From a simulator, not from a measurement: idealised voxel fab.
The process module that follows is named voxel transistor to metal.
Pictured: cross-section cut, 265 nm wide, on a grid of 5 nm square cells.
The cross-sections in this document take the form of a grid made of square cells. They are written out as bands, in order from top to bottom. Each band consists of one or more rows of cells.
Basically the band line says how high the top is and how high the bottom is, in nm, and then what's in it from left to right, every material with its width in nm. Empty space shows up as "empty", and if a single material carries "all across" it runs the full band edge to edge.
Below 0: as-received wafer, all one material; heights counted from there. Lowest band: no bottom, goes on down, written "0 and below".
A width such as "30->40" changes by the same amount from each row of cells to the next, from the band's top row to its bottom row.
"nothing got changed" (step): cross-section cells unchanged, all of them.
Reported under the label "Completely enclosed voids" are the empty spaces having no open way to the top and comprising 8 cells or more; the notation for each is width x height at distance, in which the distance is measured from the left edge and all three values are in nm.
Note: text after step settings on the step line = simulator remark on that step.
If you see "overlay nm" on a step's line and that step has a mask, it's telling you how far right of where it was planned the mask ended up; a negative number means it went left instead.
Heads up before you read on: it's before/after pairs around one process step each, after side only down to the lowest band that changed, step plus settings under the pair. Pairs can be from different runs of this module, same starting wafer, so only chain a pair onto the one above if its "Status quo ante" entry says so.

## Status quo ante
* 0 and below = Si all across
* Completely enclosed voids: none

## Resultant Cross-Section
* 0 down to -5 = SiO2 all across
* below -5: unchanged
* Completely enclosed voids: none
Between the two cross-sections shown above lies OXIDIZE with depth nm 5

Status quo ante: same picture as after in the pair right above, so we don't repeat it.

## Resultant Cross-Section
* 15 down to 0 = SiN all across
* below 0: unchanged
* Completely enclosed voids: none
Between the two cross-sections shown above lies CONFORMAL_DEP with material SiN, thk nm 15

Status quo ante: same picture as after in the pair right above, so we don't repeat it.

## Resultant Cross-Section
* 35 down to 15 = 15 nm empty, then 105 nm resist, then 25 nm empty, then 105 nm resist, then 15 nm empty
* below 15: unchanged
* Completely enclosed voids: none
Between the two cross-sections shown above lies PATTERN with tone cover, mask id ACTIVE, material resist, width nm 105, pitch nm 130, thk nm 20, overlay nm 0

Status quo ante: same picture as after in the pair right above, so we don't repeat it.

## Resultant Cross-Section
* 35 down to 15 = 15 nm empty, then 105 nm resist, then 25 nm empty, then 105 nm resist, then 15 nm empty
* 15 down to 0 = 15 nm empty, then 105 nm SiN, then 25 nm empty, then 105 nm SiN, then 15 nm empty
* below 0: unchanged
* Completely enclosed voids: none
Between the two cross-sections shown above lies DIRECTIONAL_ETCH with etch materials SiN, depth nm 15

Status quo ante: same picture as after in the pair right above, so we don't repeat it.

## Resultant Cross-Section
* 35 down to 15 = 15 nm empty, then 105 nm resist, then 25 nm empty, then 105 nm resist, then 15 nm empty
* 15 down to 0 = 15 nm empty, then 105 nm SiN, then 25 nm empty, then 105 nm SiN, then 15 nm empty
* 0 down to -5 = 15 nm empty, then 105 nm SiO2, then 25 nm empty, then 105 nm SiO2, then 15 nm empty
* below -5: unchanged
* Completely enclosed voids: none
Between the two cross-sections shown above lies DIRECTIONAL_ETCH with etch materials SiO2, depth nm 5

Status quo ante: same picture as after in the pair right above, so we don't repeat it.

## Resultant Cross-Section
* 35 down to 15 = 15 nm empty, then 105 nm resist, then 25 nm empty, then 105 nm resist, then 15 nm empty
* 15 down to 0 = 15 nm empty, then 105 nm SiN, then 25 nm empty, then 105 nm SiN, then 15 nm empty
* 0 down to -5 = 15 nm empty, then 105 nm SiO2, then 25 nm empty, then 105 nm SiO2, then 15 nm empty
* -5 down to -30 = 15 nm empty, then 105 nm Si, then 25 nm empty, then 105 nm Si, then 15 nm empty
* below -30: unchanged
* Completely enclosed voids: none
Between the two cross-sections shown above lies DIRECTIONAL_ETCH with etch materials Si, depth nm 25

Status quo ante: same picture as after in the pair right above, so we don't repeat it.

## Resultant Cross-Section
* 15 down to 0 = 15 nm empty, then 105 nm SiN, then 25 nm empty, then 105 nm SiN, then 15 nm empty
* below 0: unchanged
* Completely enclosed voids: none
Between the two cross-sections shown above lies STRIP with etch materials resist

Status quo ante: same picture as after in the pair right above, so we don't repeat it.

## Resultant Cross-Section
* 15 down to 0 = 15 nm empty, then 105 nm SiN, then 25 nm empty, then 105 nm SiN, then 15 nm empty
* 0 down to -5 = 15 nm empty, then 105 nm SiO2, then 25 nm empty, then 105 nm SiO2, then 15 nm empty
* -5 down to -30 = 15 nm empty, then 5 nm SiO2, then 95 nm Si, then 5 nm SiO2, then 25 nm empty, then 5 nm SiO2, then 95 nm Si, then 5 nm SiO2, then 15 nm empty
* -30 down to -35 = 20 nm SiO2, then 95 nm Si, then 35 nm SiO2, then 95 nm Si, then 20 nm SiO2
* below -35: unchanged
* Completely enclosed voids: none
Between the two cross-sections shown above lies OXIDIZE with depth nm 5

Status quo ante: same picture as after in the pair right above, so we don't repeat it.

## Resultant Cross-Section
* 30 down to 15 = SiO2 all across
* 15 down to 0 = 15 nm SiO2, then 105 nm SiN, then 25 nm SiO2, then 105 nm SiN, then 15 nm SiO2
* 0 down to -5 = SiO2 all across
* -5 down to -35 = 20 nm SiO2, then 95 nm Si, then 35 nm SiO2, then 95 nm Si, then 20 nm SiO2
* below -35: unchanged
* Completely enclosed voids: none
Between the two cross-sections shown above lies FILL_DEP with material SiO2, thk nm 15

Status quo ante: same picture as after in the pair right above, so we don't repeat it.

## Resultant Cross-Section
* 15 down to 0 = 15 nm SiO2, then 105 nm SiN, then 25 nm SiO2, then 105 nm SiN, then 15 nm SiO2
* below 0: unchanged
* Completely enclosed voids: none
Between the two cross-sections shown above lies CMP with height nm 15

Status quo ante: same picture as after in the pair right above, so we don't repeat it.

## Resultant Cross-Section
* 15 down to 5 = 15 nm empty, then 105 nm SiN, then 25 nm empty, then 105 nm SiN, then 15 nm empty
* below 5: unchanged
* Completely enclosed voids: none
Between the two cross-sections shown above lies SELECTIVE_ETCH with etch materials SiO2, depth nm 10

Status quo ante: same picture as after in the pair right above, so we don't repeat it.

## Resultant Cross-Section
* 5 down to 0 = 15 nm SiO2, then 105 nm empty, then 25 nm SiO2, then 105 nm empty, then 15 nm SiO2
* below 0: unchanged
* Completely enclosed voids: none
Between the two cross-sections shown above lies STRIP with etch materials SiN

Status quo ante: same picture as after in the pair right above, so we don't repeat it.

## Resultant Cross-Section
* 0 down to -5 = 10 nm SiO2, then 115 nm empty, then 15 nm SiO2, then 115 nm empty, then 10 nm SiO2
* below -5: unchanged
* Completely enclosed voids: none
Between the two cross-sections shown above lies SELECTIVE_ETCH with etch materials SiO2, depth nm 5

Status quo ante: same picture as after in the pair right above, so we don't repeat it.

## Resultant Cross-Section
* 0 down to -5 = 10 nm SiO2, then 115 nm empty, then 15 nm SiO2, then 115 nm empty, then 10 nm SiO2
* -5 down to -10 = SiO2 all across
* below -10: unchanged
* Completely enclosed voids: none
Between the two cross-sections shown above lies OXIDIZE with depth nm 5

Status quo ante: same picture as after in the pair right above, so we don't repeat it.

## Resultant Cross-Section
* 25 down to 20 = 10 nm polySi, then 115 nm empty, then 15 nm polySi, then 115 nm empty, then 10 nm polySi
* 20 down to 0 = polySi all across
* 0 down to -5 = 10 nm SiO2, then 115 nm polySi, then 15 nm SiO2, then 115 nm polySi, then 10 nm SiO2
* below -5: unchanged
* Completely enclosed voids: none
Between the two cross-sections shown above lies DIRECTIONAL_DEP with material polySi, thk nm 25

Status quo ante: same picture as after in the pair right above, so we don't repeat it.

## Resultant Cross-Section
* 35 down to 30 = 10 nm SiCN, then 115 nm empty, then 15 nm SiCN, then 115 nm empty, then 10 nm SiCN
* 30 down to 25 = SiCN all across
* 25 down to 20 = 10 nm polySi, then 115 nm SiCN, then 15 nm polySi, then 115 nm SiCN, then 10 nm polySi
* below 20: unchanged
* Completely enclosed voids: none
Between the two cross-sections shown above lies DIRECTIONAL_DEP with material SiCN, thk nm 10

Status quo ante: same picture as after in the pair right above, so we don't repeat it.

## Resultant Cross-Section
* 30 down to 25 = 55 nm empty, then 25 nm SiCN, then 105 nm empty, then 25 nm SiCN, then 55 nm empty
* 25 down to 20 = 10 nm polySi, then 45 nm empty, then 25 nm SiCN, then 45 nm empty, then 15 nm polySi, then 45 nm empty, then 25 nm SiCN, then 45 nm empty, then 10 nm polySi
* below 20: unchanged
* Completely enclosed voids: none
Between the two cross-sections shown above lies MASKED_ETCH with tone cover, mask id GATE, width nm 25, pitch nm 130, etch materials SiCN, depth nm 20, overlay nm 0

Status quo ante: same picture as after in the pair right above, so we don't repeat it.

## Resultant Cross-Section
* 30 down to 20 = 55 nm empty, then 25 nm SiCN, then 105 nm empty, then 25 nm SiCN, then 55 nm empty
* 20 down to 0 = 55 nm empty, then 25 nm polySi, then 105 nm empty, then 25 nm polySi, then 55 nm empty
* 0 down to -5 = 10 nm SiO2, then 45 nm empty, then 25 nm polySi, then 45 nm empty, then 15 nm SiO2, then 45 nm empty, then 25 nm polySi, then 45 nm empty, then 10 nm SiO2
* below -5: unchanged
* Completely enclosed voids: none
Between the two cross-sections shown above lies MASKED_ETCH with tone cover, mask id GATE, width nm 25, pitch nm 130, etch materials polySi, depth nm 35, overlay nm 0

Status quo ante: same picture as after in the pair right above, so we don't repeat it.

## Resultant Cross-Section
* 35 down to 30 = 50 nm empty, then 35 nm SiN, then 95 nm empty, then 35 nm SiN, then 50 nm empty
* 30 down to 20 = 50 nm empty, then 5 nm SiN, then 25 nm SiCN, then 5 nm SiN, then 95 nm empty, then 5 nm SiN, then 25 nm SiCN, then 5 nm SiN, then 50 nm empty
* 20 down to 5 = 50 nm empty, then 5 nm SiN, then 25 nm polySi, then 5 nm SiN, then 95 nm empty, then 5 nm SiN, then 25 nm polySi, then 5 nm SiN, then 50 nm empty
* 5 down to 0 = 15 nm SiN, then 35 nm empty, then 5 nm SiN, then 25 nm polySi, then 5 nm SiN, then 35 nm empty, then 25 nm SiN, then 35 nm empty, then 5 nm SiN, then 25 nm polySi, then 5 nm SiN, then 35 nm empty, then 15 nm SiN
* 0 down to -5 = 10 nm SiO2, then 45 nm SiN, then 25 nm polySi, then 45 nm SiN, then 15 nm SiO2, then 45 nm SiN, then 25 nm polySi, then 45 nm SiN, then 10 nm SiO2
* below -5: unchanged
* Completely enclosed voids: none
Between the two cross-sections shown above lies CONFORMAL_DEP with material SiN, thk nm 5

Status quo ante: same picture as after in the pair right above, so we don't repeat it.

## Resultant Cross-Section
* 30 down to 20 = 50 nm empty, then 5 nm SiN, then 25 nm SiCN, then 5 nm SiN, then 95 nm empty, then 5 nm SiN, then 25 nm SiCN, then 5 nm SiN, then 50 nm empty
* 20 down to 0 = 50 nm empty, then 5 nm SiN, then 25 nm polySi, then 5 nm SiN, then 95 nm empty, then 5 nm SiN, then 25 nm polySi, then 5 nm SiN, then 50 nm empty
* 0 down to -5 = 10 nm SiO2, then 5 nm SiN, then 35 nm empty, then 5 nm SiN, then 25 nm polySi, then 5 nm SiN, then 35 nm empty, then 5 nm SiN, then 15 nm SiO2, then 5 nm SiN, then 35 nm empty, then 5 nm SiN, then 25 nm polySi, then 5 nm SiN, then 35 nm empty, then 5 nm SiN, then 10 nm SiO2
* below -5: unchanged
* Completely enclosed voids: none
Between the two cross-sections shown above lies DIRECTIONAL_ETCH with etch materials SiN, depth nm 5

Status quo ante: same picture as after in the pair right above, so we don't repeat it.

## Resultant Cross-Section
* 30 down to 20 = 50 nm empty, then 5 nm SiN, then 25 nm SiCN, then 5 nm SiN, then 95 nm empty, then 5 nm SiN, then 25 nm SiCN, then 5 nm SiN, then 50 nm empty
* 20 down to 0 = 50 nm empty, then 5 nm SiN, then 25 nm polySi, then 5 nm SiN, then 95 nm empty, then 5 nm SiN, then 25 nm polySi, then 5 nm SiN, then 50 nm empty
* 0 down to -5 = 10 nm empty, then 5 nm SiN, then 35 nm empty, then 5 nm SiN, then 25 nm polySi, then 5 nm SiN, then 35 nm empty, then 5 nm SiN, then 15 nm empty, then 5 nm SiN, then 35 nm empty, then 5 nm SiN, then 25 nm polySi, then 5 nm SiN, then 35 nm empty, then 5 nm SiN, then 10 nm empty
* -5 down to -10 = 15 nm SiO2, then 35 nm empty, then 35 nm SiO2, then 35 nm empty, then 25 nm SiO2, then 35 nm empty, then 35 nm SiO2, then 35 nm empty, then 15 nm SiO2
* below -10: unchanged
* Completely enclosed voids: none
Between the two cross-sections shown above lies DIRECTIONAL_ETCH with etch materials SiO2, depth nm 5

Status quo ante: same picture as after in the pair right above, so we don't repeat it.

## Resultant Cross-Section
* 30 down to 20 = 50 nm empty, then 5 nm SiN, then 25 nm SiCN, then 5 nm SiN, then 95 nm empty, then 5 nm SiN, then 25 nm SiCN, then 5 nm SiN, then 50 nm empty
* 20 down to 0 = 50 nm empty, then 5 nm SiN, then 25 nm polySi, then 5 nm SiN, then 95 nm empty, then 5 nm SiN, then 25 nm polySi, then 5 nm SiN, then 50 nm empty
* 0 down to -5 = 10 nm empty, then 5 nm SiN, then 35 nm empty, then 5 nm SiN, then 25 nm polySi, then 5 nm SiN, then 35 nm empty, then 5 nm SiN, then 15 nm empty, then 5 nm SiN, then 35 nm empty, then 5 nm SiN, then 25 nm polySi, then 5 nm SiN, then 35 nm empty, then 5 nm SiN, then 10 nm empty
* -5 down to -10 = 15 nm SiO2, then 35 nm nSi, then 35 nm SiO2, then 35 nm nSi, then 25 nm SiO2, then 35 nm nSi, then 35 nm SiO2, then 35 nm nSi, then 15 nm SiO2
* below -10: unchanged
* Completely enclosed voids: none
Between the two cross-sections shown above lies EPI with material nSi, thk nm 5

Status quo ante: same picture as after in the pair right above, so we don't repeat it.

## Resultant Cross-Section
* 35 down to 30 = SiO2 all across
* 30 down to 20 = 50 nm SiO2, then 5 nm SiN, then 25 nm SiCN, then 5 nm SiN, then 95 nm SiO2, then 5 nm SiN, then 25 nm SiCN, then 5 nm SiN, then 50 nm SiO2
* 20 down to 0 = 50 nm SiO2, then 5 nm SiN, then 25 nm polySi, then 5 nm SiN, then 95 nm SiO2, then 5 nm SiN, then 25 nm polySi, then 5 nm SiN, then 50 nm SiO2
* 0 down to -5 = 10 nm SiO2, then 5 nm SiN, then 35 nm SiO2, then 5 nm SiN, then 25 nm polySi, then 5 nm SiN, then 35 nm SiO2, then 5 nm SiN, then 15 nm SiO2, then 5 nm SiN, then 35 nm SiO2, then 5 nm SiN, then 25 nm polySi, then 5 nm SiN, then 35 nm SiO2, then 5 nm SiN, then 10 nm SiO2
* below -5: unchanged
* Completely enclosed voids: none
Between the two cross-sections shown above lies FILL_DEP with material SiO2, thk nm 5

Status quo ante: same picture as after in the pair right above, so we don't repeat it.

## Resultant Cross-Section
* 30 down to 20 = 50 nm SiO2, then 5 nm SiN, then 25 nm SiCN, then 5 nm SiN, then 95 nm SiO2, then 5 nm SiN, then 25 nm SiCN, then 5 nm SiN, then 50 nm SiO2
* below 20: unchanged
* Completely enclosed voids: none
Between the two cross-sections shown above lies CMP with height nm 30

Status quo ante: same picture as after in the pair right above, so we don't repeat it.

## Resultant Cross-Section
* 40 down to 30 = SiO2 all across
* below 30: unchanged
* Completely enclosed voids: none
Between the two cross-sections shown above lies DIRECTIONAL_DEP with material SiO2, thk nm 10

Status quo ante: same picture as after in the pair right above, so we don't repeat it.

## Resultant Cross-Section
* 40 down to 30 = 25 nm SiO2, then 15 nm empty, then 55 nm SiO2, then 15 nm empty, then 45 nm SiO2, then 15 nm empty, then 55 nm SiO2, then 15 nm empty, then 25 nm SiO2
* 30 down to 20 = 25 nm SiO2, then 15 nm empty, then 10 nm SiO2, then 5 nm SiN, then 25 nm SiCN, then 5 nm SiN, then 10 nm SiO2, then 15 nm empty, then 45 nm SiO2, then 15 nm empty, then 10 nm SiO2, then 5 nm SiN, then 25 nm SiCN, then 5 nm SiN, then 10 nm SiO2, then 15 nm empty, then 25 nm SiO2
* 20 down to 0 = 25 nm SiO2, then 15 nm empty, then 10 nm SiO2, then 5 nm SiN, then 25 nm polySi, then 5 nm SiN, then 10 nm SiO2, then 15 nm empty, then 45 nm SiO2, then 15 nm empty, then 10 nm SiO2, then 5 nm SiN, then 25 nm polySi, then 5 nm SiN, then 10 nm SiO2, then 15 nm empty, then 25 nm SiO2
* 0 down to -5 = 10 nm SiO2, then 5 nm SiN, then 10 nm SiO2, then 15 nm empty, then 10 nm SiO2, then 5 nm SiN, then 25 nm polySi, then 5 nm SiN, then 10 nm SiO2, then 15 nm empty, then 10 nm SiO2, then 5 nm SiN, then 15 nm SiO2, then 5 nm SiN, then 10 nm SiO2, then 15 nm empty, then 10 nm SiO2, then 5 nm SiN, then 25 nm polySi, then 5 nm SiN, then 10 nm SiO2, then 15 nm empty, then 10 nm SiO2, then 5 nm SiN, then 10 nm SiO2
* below -5: unchanged
* Completely enclosed voids: none
Between the two cross-sections shown above lies MASKED_ETCH with tone open, mask id CONTACT, width nm 15, etch materials SiO2, depth nm 45, overlay nm 0

Status quo ante: same picture as after in the pair right above, so we don't repeat it.

## Resultant Cross-Section
* 45 down to 40 = 30 nm TiN, then 5 nm empty, then 65 nm TiN, then 5 nm empty, then 55 nm TiN, then 5 nm empty, then 65 nm TiN, then 5 nm empty, then 30 nm TiN
* 40 down to 30 = 25 nm SiO2, then 5 nm TiN, then 5 nm empty, then 5 nm TiN, then 55 nm SiO2, then 5 nm TiN, then 5 nm empty, then 5 nm TiN, then 45 nm SiO2, then 5 nm TiN, then 5 nm empty, then 5 nm TiN, then 55 nm SiO2, then 5 nm TiN, then 5 nm empty, then 5 nm TiN, then 25 nm SiO2
* 30 down to 20 = 25 nm SiO2, then 5 nm TiN, then 5 nm empty, then 5 nm TiN, then 10 nm SiO2, then 5 nm SiN, then 25 nm SiCN, then 5 nm SiN, then 10 nm SiO2, then 5 nm TiN, then 5 nm empty, then 5 nm TiN, then 45 nm SiO2, then 5 nm TiN, then 5 nm empty, then 5 nm TiN, then 10 nm SiO2, then 5 nm SiN, then 25 nm SiCN, then 5 nm SiN, then 10 nm SiO2, then 5 nm TiN, then 5 nm empty, then 5 nm TiN, then 25 nm SiO2
* 20 down to 0 = 25 nm SiO2, then 5 nm TiN, then 5 nm empty, then 5 nm TiN, then 10 nm SiO2, then 5 nm SiN, then 25 nm polySi, then 5 nm SiN, then 10 nm SiO2, then 5 nm TiN, then 5 nm empty, then 5 nm TiN, then 45 nm SiO2, then 5 nm TiN, then 5 nm empty, then 5 nm TiN, then 10 nm SiO2, then 5 nm SiN, then 25 nm polySi, then 5 nm SiN, then 10 nm SiO2, then 5 nm TiN, then 5 nm empty, then 5 nm TiN, then 25 nm SiO2
* 0 down to -5 = 10 nm SiO2, then 5 nm SiN, then 10 nm SiO2, then 15 nm TiN, then 10 nm SiO2, then 5 nm SiN, then 25 nm polySi, then 5 nm SiN, then 10 nm SiO2, then 15 nm TiN, then 10 nm SiO2, then 5 nm SiN, then 15 nm SiO2, then 5 nm SiN, then 10 nm SiO2, then 15 nm TiN, then 10 nm SiO2, then 5 nm SiN, then 25 nm polySi, then 5 nm SiN, then 10 nm SiO2, then 15 nm TiN, then 10 nm SiO2, then 5 nm SiN, then 10 nm SiO2
* below -5: unchanged
* Completely enclosed voids: none
Between the two cross-sections shown above lies CONFORMAL_DEP with material TiN, thk nm 5

Status quo ante: same picture as after in the pair right above, so we don't repeat it.

## Resultant Cross-Section
* 55 down to 45 = Ru all across
* 45 down to 40 = 30 nm TiN, then 5 nm Ru, then 65 nm TiN, then 5 nm Ru, then 55 nm TiN, then 5 nm Ru, then 65 nm TiN, then 5 nm Ru, then 30 nm TiN
* 40 down to 30 = 25 nm SiO2, then 5 nm TiN, then 5 nm Ru, then 5 nm TiN, then 55 nm SiO2, then 5 nm TiN, then 5 nm Ru, then 5 nm TiN, then 45 nm SiO2, then 5 nm TiN, then 5 nm Ru, then 5 nm TiN, then 55 nm SiO2, then 5 nm TiN, then 5 nm Ru, then 5 nm TiN, then 25 nm SiO2
* 30 down to 20 = 25 nm SiO2, then 5 nm TiN, then 5 nm Ru, then 5 nm TiN, then 10 nm SiO2, then 5 nm SiN, then 25 nm SiCN, then 5 nm SiN, then 10 nm SiO2, then 5 nm TiN, then 5 nm Ru, then 5 nm TiN, then 45 nm SiO2, then 5 nm TiN, then 5 nm Ru, then 5 nm TiN, then 10 nm SiO2, then 5 nm SiN, then 25 nm SiCN, then 5 nm SiN, then 10 nm SiO2, then 5 nm TiN, then 5 nm Ru, then 5 nm TiN, then 25 nm SiO2
* 20 down to 0 = 25 nm SiO2, then 5 nm TiN, then 5 nm Ru, then 5 nm TiN, then 10 nm SiO2, then 5 nm SiN, then 25 nm polySi, then 5 nm SiN, then 10 nm SiO2, then 5 nm TiN, then 5 nm Ru, then 5 nm TiN, then 45 nm SiO2, then 5 nm TiN, then 5 nm Ru, then 5 nm TiN, then 10 nm SiO2, then 5 nm SiN, then 25 nm polySi, then 5 nm SiN, then 10 nm SiO2, then 5 nm TiN, then 5 nm Ru, then 5 nm TiN, then 25 nm SiO2
* below 0: unchanged
* Completely enclosed voids: none
Between the two cross-sections shown above lies FILL_DEP with material Ru, thk nm 10

Status quo ante: same picture as after in the pair right above, so we don't repeat it.

## Resultant Cross-Section
* 40 down to 30 = 25 nm SiO2, then 5 nm TiN, then 5 nm Ru, then 5 nm TiN, then 55 nm SiO2, then 5 nm TiN, then 5 nm Ru, then 5 nm TiN, then 45 nm SiO2, then 5 nm TiN, then 5 nm Ru, then 5 nm TiN, then 55 nm SiO2, then 5 nm TiN, then 5 nm Ru, then 5 nm TiN, then 25 nm SiO2
* below 30: unchanged
* Completely enclosed voids: none
Between the two cross-sections shown above lies CMP with height nm 40

Status quo ante: same picture as after in the pair right above, so we don't repeat it.

## Resultant Cross-Section
* 45 down to 40 = SiN all across
* below 40: unchanged
* Completely enclosed voids: none
Between the two cross-sections shown above lies CONFORMAL_DEP with material SiN, thk nm 5

Status quo ante: same picture as after in the pair right above, so we don't repeat it.

## Resultant Cross-Section
* 70 down to 45 = SiO2 all across
* below 45: unchanged
* Completely enclosed voids: none
Between the two cross-sections shown above lies DIRECTIONAL_DEP with material SiO2, thk nm 25

Status quo ante: same picture as after in the pair right above, so we don't repeat it.

## Resultant Cross-Section
* 70 down to 45 = 25 nm SiO2, then 15 nm empty, then 55 nm SiO2, then 15 nm empty, then 45 nm SiO2, then 15 nm empty, then 55 nm SiO2, then 15 nm empty, then 25 nm SiO2
* below 45: unchanged
* Completely enclosed voids: none
Between the two cross-sections shown above lies MASKED_ETCH with tone open, mask id METAL_1, width nm 15, etch materials SiO2, depth nm 25, overlay nm 0

Status quo ante: same picture as after in the pair right above, so we don't repeat it.

## Resultant Cross-Section
* 70 down to 45 = 25 nm SiO2, then 15 nm empty, then 55 nm SiO2, then 15 nm empty, then 45 nm SiO2, then 15 nm empty, then 55 nm SiO2, then 15 nm empty, then 25 nm SiO2
* 45 down to 40 = 25 nm SiN, then 15 nm empty, then 55 nm SiN, then 15 nm empty, then 45 nm SiN, then 15 nm empty, then 55 nm SiN, then 15 nm empty, then 25 nm SiN
* below 40: unchanged
* Completely enclosed voids: none
Between the two cross-sections shown above lies MASKED_ETCH with tone open, mask id METAL_1, width nm 15, etch materials SiN, depth nm 5, overlay nm 0

Status quo ante: same picture as after in the pair right above, so we don't repeat it.

## Resultant Cross-Section
* 75 down to 70 = 30 nm TiN, then 5 nm empty, then 65 nm TiN, then 5 nm empty, then 55 nm TiN, then 5 nm empty, then 65 nm TiN, then 5 nm empty, then 30 nm TiN
* 70 down to 45 = 25 nm SiO2, then 5 nm TiN, then 5 nm empty, then 5 nm TiN, then 55 nm SiO2, then 5 nm TiN, then 5 nm empty, then 5 nm TiN, then 45 nm SiO2, then 5 nm TiN, then 5 nm empty, then 5 nm TiN, then 55 nm SiO2, then 5 nm TiN, then 5 nm empty, then 5 nm TiN, then 25 nm SiO2
* 45 down to 40 = 25 nm SiN, then 15 nm TiN, then 55 nm SiN, then 15 nm TiN, then 45 nm SiN, then 15 nm TiN, then 55 nm SiN, then 15 nm TiN, then 25 nm SiN
* below 40: unchanged
* Completely enclosed voids: none
Between the two cross-sections shown above lies CONFORMAL_DEP with material TiN, thk nm 5

Status quo ante: same picture as after in the pair right above, so we don't repeat it.

## Resultant Cross-Section
* 85 down to 75 = Ru all across
* 75 down to 70 = 30 nm TiN, then 5 nm Ru, then 65 nm TiN, then 5 nm Ru, then 55 nm TiN, then 5 nm Ru, then 65 nm TiN, then 5 nm Ru, then 30 nm TiN
* 70 down to 45 = 25 nm SiO2, then 5 nm TiN, then 5 nm Ru, then 5 nm TiN, then 55 nm SiO2, then 5 nm TiN, then 5 nm Ru, then 5 nm TiN, then 45 nm SiO2, then 5 nm TiN, then 5 nm Ru, then 5 nm TiN, then 55 nm SiO2, then 5 nm TiN, then 5 nm Ru, then 5 nm TiN, then 25 nm SiO2
* below 45: unchanged
* Completely enclosed voids: none
Between the two cross-sections shown above lies FILL_DEP with material Ru, thk nm 10

Status quo ante: same picture as after in the pair right above, so we don't repeat it.

## Resultant Cross-Section
* 70 down to 45 = 25 nm SiO2, then 5 nm TiN, then 5 nm Ru, then 5 nm TiN, then 55 nm SiO2, then 5 nm TiN, then 5 nm Ru, then 5 nm TiN, then 45 nm SiO2, then 5 nm TiN, then 5 nm Ru, then 5 nm TiN, then 55 nm SiO2, then 5 nm TiN, then 5 nm Ru, then 5 nm TiN, then 25 nm SiO2
* below 45: unchanged
* Completely enclosed voids: none
Between the two cross-sections shown above lies CMP with height nm 70

Status quo ante: same picture as after in the pair right above, so we don't repeat it.

## Resultant Cross-Section
* 75 down to 70 = 20 nm empty, then 25 nm Ru, then 45 nm empty, then 25 nm Ru, then 35 nm empty, then 25 nm Ru, then 45 nm empty, then 25 nm Ru, then 20 nm empty
* below 70: unchanged
* Completely enclosed voids: none
Between the two cross-sections shown above lies EPI with material Ru, thk nm 5

Status quo ante: same picture as after in the pair right above, so we don't repeat it.

## Resultant Cross-Section
* 80 down to 75 = SiCN all across
* 75 down to 70 = 20 nm SiCN, then 25 nm Ru, then 45 nm SiCN, then 25 nm Ru, then 35 nm SiCN, then 25 nm Ru, then 45 nm SiCN, then 25 nm Ru, then 20 nm SiCN
* below 70: unchanged
* Completely enclosed voids: none
Between the two cross-sections shown above lies FILL_DEP with material SiCN, thk nm 5

## Status quo ante
* 55 down to 45 = Ru all across
* 45 down to 40 = 30 nm TiN, then 5 nm Ru, then 65 nm TiN, then 5 nm Ru, then 55 nm TiN, then 5 nm Ru, then 65 nm TiN, then 5 nm Ru, then 30 nm TiN
* 40 down to 30 = 25 nm SiO2, then 5 nm TiN, then 5 nm Ru, then 5 nm TiN, then 55 nm SiO2, then 5 nm TiN, then 5 nm Ru, then 5 nm TiN, then 45 nm SiO2, then 5 nm TiN, then 5 nm Ru, then 5 nm TiN, then 55 nm SiO2, then 5 nm TiN, then 5 nm Ru, then 5 nm TiN, then 25 nm SiO2
* 30 down to 20 = 25 nm SiO2, then 5 nm TiN, then 5 nm Ru, then 5 nm TiN, then 10 nm SiO2, then 5 nm SiN, then 25 nm SiCN, then 5 nm SiN, then 10 nm SiO2, then 5 nm TiN, then 5 nm Ru, then 5 nm TiN, then 45 nm SiO2, then 5 nm TiN, then 5 nm Ru, then 5 nm TiN, then 10 nm SiO2, then 5 nm SiN, then 25 nm SiCN, then 5 nm SiN, then 10 nm SiO2, then 5 nm TiN, then 5 nm Ru, then 5 nm TiN, then 25 nm SiO2
* 20 down to 0 = 25 nm SiO2, then 5 nm TiN, then 5 nm Ru, then 5 nm TiN, then 10 nm SiO2, then 5 nm SiN, then 25 nm polySi, then 5 nm SiN, then 10 nm SiO2, then 5 nm TiN, then 5 nm Ru, then 5 nm TiN, then 45 nm SiO2, then 5 nm TiN, then 5 nm Ru, then 5 nm TiN, then 10 nm SiO2, then 5 nm SiN, then 25 nm polySi, then 5 nm SiN, then 10 nm SiO2, then 5 nm TiN, then 5 nm Ru, then 5 nm TiN, then 25 nm SiO2
* 0 down to -5 = 10 nm SiO2, then 5 nm SiN, then 10 nm SiO2, then 15 nm TiN, then 10 nm SiO2, then 5 nm SiN, then 25 nm polySi, then 5 nm SiN, then 10 nm SiO2, then 15 nm TiN, then 10 nm SiO2, then 5 nm SiN, then 15 nm SiO2, then 5 nm SiN, then 10 nm SiO2, then 15 nm TiN, then 10 nm SiO2, then 5 nm SiN, then 25 nm polySi, then 5 nm SiN, then 10 nm SiO2, then 15 nm TiN, then 10 nm SiO2, then 5 nm SiN, then 10 nm SiO2
* -5 down to -10 = 15 nm SiO2, then 35 nm nSi, then 35 nm SiO2, then 35 nm nSi, then 25 nm SiO2, then 35 nm nSi, then 35 nm SiO2, then 35 nm nSi, then 15 nm SiO2
* -10 down to -35 = 20 nm SiO2, then 95 nm Si, then 35 nm SiO2, then 95 nm Si, then 20 nm SiO2
* -35 and below = Si all across
* Completely enclosed voids: none

## Resultant Cross-Section
* 60 down to 55 = SiN all across
* below 55: unchanged
* Completely enclosed voids: none
Between the two cross-sections shown above lies CONFORMAL_DEP with material SiN, thk nm 5

Status quo ante: same picture as after in the pair right above, so we don't repeat it.

## Resultant Cross-Section
* 85 down to 60 = SiO2 all across
* below 60: unchanged
* Completely enclosed voids: none
Between the two cross-sections shown above lies DIRECTIONAL_DEP with material SiO2, thk nm 25

Status quo ante: same picture as after in the pair right above, so we don't repeat it.

## Resultant Cross-Section
* 85 down to 60 = 25 nm SiO2, then 15 nm empty, then 55 nm SiO2, then 15 nm empty, then 45 nm SiO2, then 15 nm empty, then 55 nm SiO2, then 15 nm empty, then 25 nm SiO2
* below 60: unchanged
* Completely enclosed voids: none
Between the two cross-sections shown above lies MASKED_ETCH with tone open, mask id METAL_1, width nm 15, etch materials SiO2, depth nm 25, overlay nm 0

Status quo ante: same picture as after in the pair right above, so we don't repeat it.

## Resultant Cross-Section
* 85 down to 60 = 25 nm SiO2, then 15 nm empty, then 55 nm SiO2, then 15 nm empty, then 45 nm SiO2, then 15 nm empty, then 55 nm SiO2, then 15 nm empty, then 25 nm SiO2
* 60 down to 55 = 25 nm SiN, then 15 nm empty, then 55 nm SiN, then 15 nm empty, then 45 nm SiN, then 15 nm empty, then 55 nm SiN, then 15 nm empty, then 25 nm SiN
* below 55: unchanged
* Completely enclosed voids: none
Between the two cross-sections shown above lies MASKED_ETCH with tone open, mask id METAL_1, width nm 15, etch materials SiN, depth nm 5, overlay nm 0
